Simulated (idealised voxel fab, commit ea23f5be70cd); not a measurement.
Documented hereafter: the process module known as voxel lift off.
It is cross-section cut that appears here, measuring 280 nm in width, its square cells being 5 nm in size.
When this document writes out a cross-section, it uses a grid of square cells and lists it as bands, beginning at the top and moving down, with a band standing for one or more rows of cells.
Each band's line starts with the height of the band's top and of its bottom, in nm. Then come its materials from left to right, each with its width in nm. One material with "edge to edge" fills the band from edge to edge. "empty" is empty space.
Height is counted from the level 0, under which the received wafer is composed throughout of one material. The lowest of the bands is not closed at the bottom but continues downward, in the notation "0 and below".
It should be noted that a width expressed as "30 to 40" varies in equal increments from row to row of cells within the band, taking the value of the first number at the top row and that of the second number at the bottom row.
"no change", as given for a step, is the statement that not any cell of the cross-section underwent a change during that step.
Reported under the label "Closed void table" are the empty spaces having no open way to the top and comprising 8 cells or more; the notation for each is width x height at distance, in which the distance is measured from the left edge and all three values are in nm.
On each step's line, the part that comes after the settings is the simulator's own comment on the step.
A step line may carry the setting "overlay nm", which, for steps involving a mask, states the distance by which the mask lay to the right of its intended position; negative values denote displacement to the left.

-- Planned process steps
1. RECEIVE: material Si
2. CONFORMAL_DEP: material SiN, thk nm 10
3. PATTERN: tone open, mask id LINES, material resist, width nm 15, pitch nm 35, thk nm 25, overlay nm 0
4. DIRECTIONAL_DEP: material Ru, thk nm 10
5. STRIP: etch materials resist
6. CONFORMAL_DEP: material SiO2, thk nm 5

-- Of two wafers, the first: run according to plan

-- Received-state cross-section, reflecting completion of step 1
> 0 and below: Si edge to edge
> Closed void table: none

-- Wafer section view after processing step 2
> 10 down to 0: SiN edge to edge
> below 0: unchanged

-- Wafer section view after processing step 3
> 35 down to 10: 80 of resist | 15 of empty | 20 of resist | 15 of empty | 20 of resist | 15 of empty | 20 of resist | 15 of empty | 80 of resist
> below 10: unchanged

-- Wafer section view after processing step 4
> 45 down to 35: 80 of Ru | 15 of empty | 20 of Ru | 15 of empty | 20 of Ru | 15 of empty | 20 of Ru | 15 of empty | 80 of Ru
> 35 down to 20: 80 of resist | 15 of empty | 20 of resist | 15 of empty | 20 of resist | 15 of empty | 20 of resist | 15 of empty | 80 of resist
> 20 down to 10: 80 of resist | 15 of Ru | 20 of resist | 15 of Ru | 20 of resist | 15 of Ru | 20 of resist | 15 of Ru | 80 of resist
> below 10: unchanged

-- Wafer section view after processing step 5
> 20 down to 10: 80 of empty | 15 of Ru | 20 of empty | 15 of Ru | 20 of empty | 15 of Ru | 20 of empty | 15 of Ru | 80 of empty
> below 10: unchanged

-- Wafer section view after processing step 6
> 25 down to 20: 75 of empty | 25 of SiO2 | 10 of empty | 25 of SiO2 | 10 of empty | 25 of SiO2 | 10 of empty | 25 of SiO2 | 75 of empty
> 20 down to 15: 75 of empty | 5 of SiO2 | 15 of Ru | 5 of SiO2 | 10 of empty | 5 of SiO2 | 15 of Ru | 5 of SiO2 | 10 of empty | 5 of SiO2 | 15 of Ru | 5 of SiO2 | 10 of empty | 5 of SiO2 | 15 of Ru | 5 of SiO2 | 75 of empty
> 15 down to 10: 80 of SiO2 | 15 of Ru | 20 of SiO2 | 15 of Ru | 20 of SiO2 | 15 of Ru | 20 of SiO2 | 15 of Ru | 80 of SiO2
> below 10: unchanged

-- Second wafer: same start and same plan as the first, one execution error; identical to the first through step 5

-- Look at the second wafer in cross-section at the time step 6 ought to have finished
> 35 down to 25: 65 of empty | 150 of SiO2 | 65 of empty
> 25 down to 20: SiO2 edge to edge
> 20 down to 10: 80 of SiO2 | 15 of Ru | 20 of SiO2 | 15 of Ru | 20 of SiO2 | 15 of Ru | 20 of SiO2 | 15 of Ru | 80 of SiO2
> below 10: unchanged
what went wrong: step 6 did not happen as planned, as run it was CONFORMAL_DEP: material SiO2, thk nm 15
Final comparison by cell count, materials where the second wafer has more or fewer than the first: SiO2 +132
